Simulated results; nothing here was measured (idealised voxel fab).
Process module in this document: voxel spacer lines
Pictured: cross-section cut, 250 nm wide, on a grid of 5 nm square cells.
In what follows, cross-sections appear as grids of square cells, described through bands that run from the top down, where every band is one or more rows of cells. First you get the band's top height and its bottom height, in nm, and then the materials it's made of, left to right, with each width in nm. If you see a single material with "edge to edge", that one covers the band edge to edge. "air" is empty space. Counting heights begins at 0, where everything beneath is, in the wafer as received, one material. The lowest band has no bottom; it goes on downwards, as "z 0 and below" shows. When a width is written as two numbers, as in "30..40", the first number is the width in the top row of cells of the band and the second is the width in its bottom row, and the width changes by the same amount from each row to the next. Step marked "remained unchanged"? Then no cell in the cross-section changed in it. The entry titled "closed voids" provides the empty spaces that have no open way to the top, restricted to those of 8 cells or more. Each is presented as width x height at distance, the distance being measured from the left edge, with all three in nm. after a step's settings: what the simulator itself notes on the step. What "overlay nm" on a step's line means: if the step has a mask, that mask lay this far to the right of its planned place, or, when the value is negative, to the left.

**Intended process steps**
| 1 | RECEIVE, material Si |
| 2 | CONFORMAL_DEP, material Al2O3, thk nm 10 |
| 3 | DIRECTIONAL_DEP, material polySi, thk nm 15 |
| 4 | DIRECTIONAL_DEP, material aC, thk nm 30 |
| 5 | PATTERN, tone cover, mask id MANDREL, material resist, width nm 15, pitch nm 70, thk nm 40, overlay nm 0 |
| 6 | DIRECTIONAL_ETCH, etch materials aC, depth nm 30 |
| 7 | STRIP, etch materials resist |
| 8 | CONFORMAL_DEP, material SiN, thk nm 15 |
| 9 | DIRECTIONAL_ETCH, etch materials SiN, depth nm 15 |
| 10 | STRIP, etch materials aC |
| 11 | DIRECTIONAL_ETCH, etch materials polySi, depth nm 15 |
| 12 | STRIP, etch materials SiN |
| 13 | FILL_DEP, material SiO2, thk nm 5 |
| 14 | CMP, height nm 25 |
The wafers are alike at the start. At step 5, their width nm differs. The plan lists the first wafer's value.

**Incoming state of the first of several wafers in cross-section: after step 1**
  z 0 and below: Si edge to edge
  closed voids: none

**The following table contains a row per wafer, in which are reported, at the conclusion of the module, the cells of each material gained (+) or lost (-) since the wafer's receipt, with its closed voids given thereafter**
width nm 15, +100 Al2O3, +114 SiO2, +36 polySi, closed voids: none
width nm 20, +100 Al2O3, +114 SiO2, +36 polySi, closed voids: none
width nm 25, +100 Al2O3, +114 SiO2, +36 polySi, closed voids: none
width nm 30, +100 Al2O3, +114 SiO2, +36 polySi, closed voids: none
width nm 35, +100 Al2O3, +114 SiO2, +36 polySi, closed voids: none
